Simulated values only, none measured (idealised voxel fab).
process module | voxel tone inversion
cross-section cut | 260 nm wide | cells 5 nm
A cross-section is a grid of square cells, given in bands from the top down. A band is one or more rows of cells.
Each band's line starts with the height of the band's top and of its bottom, in nm. Then come its materials from left to right, each with its width in nm. One material with "throughout" fills the band from edge to edge. "air" is empty space.
Height 0 is the level under which the wafer as received is all one material. The lowest band goes on downwards, as in "0 down".
A width such as "30 to 40" changes by the same amount from each row of cells to the next, from the band's top row to its bottom row.
"no change" after a step means that no cell of the cross-section changed.
closed voids: empty space of 8 cells or more with no open way to the top, each as width x height at its distance from the left edge, in nm
after a step's settings: what the simulator itself notes on the step
overlay nm, on a step with a mask: how far to the right of its planned place the mask lay; to the left if negative
plan
1 op RECEIVE | material Si
2 op CONFORMAL_DEP | material SiCN | thk nm 10
3 op DIRECTIONAL_DEP | material aC | thk nm 25
4 op PATTERN | tone cover | mask id POSTS | material resist | width nm 25 | pitch nm 55 | thk nm 35 | overlay nm 0
5 op DIRECTIONAL_ETCH | etch materials aC | depth nm 25
6 op STRIP | etch materials resist
7 op FILL_DEP | material SiO2 | thk nm 5
8 op CMP | height nm 35
9 op STRIP | etch materials aC
as received, after step 1
  0 down: Si throughout
  closed voids: none
a wafer at the end: this start, this plan, one mistake
  35 to 10: air 60 | aC 25 | air 30 | aC 25 | air 30 | aC 25 | air 65
  10 to 0: SiCN throughout
  0 down: Si throughout
  closed voids: none
what went wrong: step 9 ran as: op STRIP | etch materials SiO2
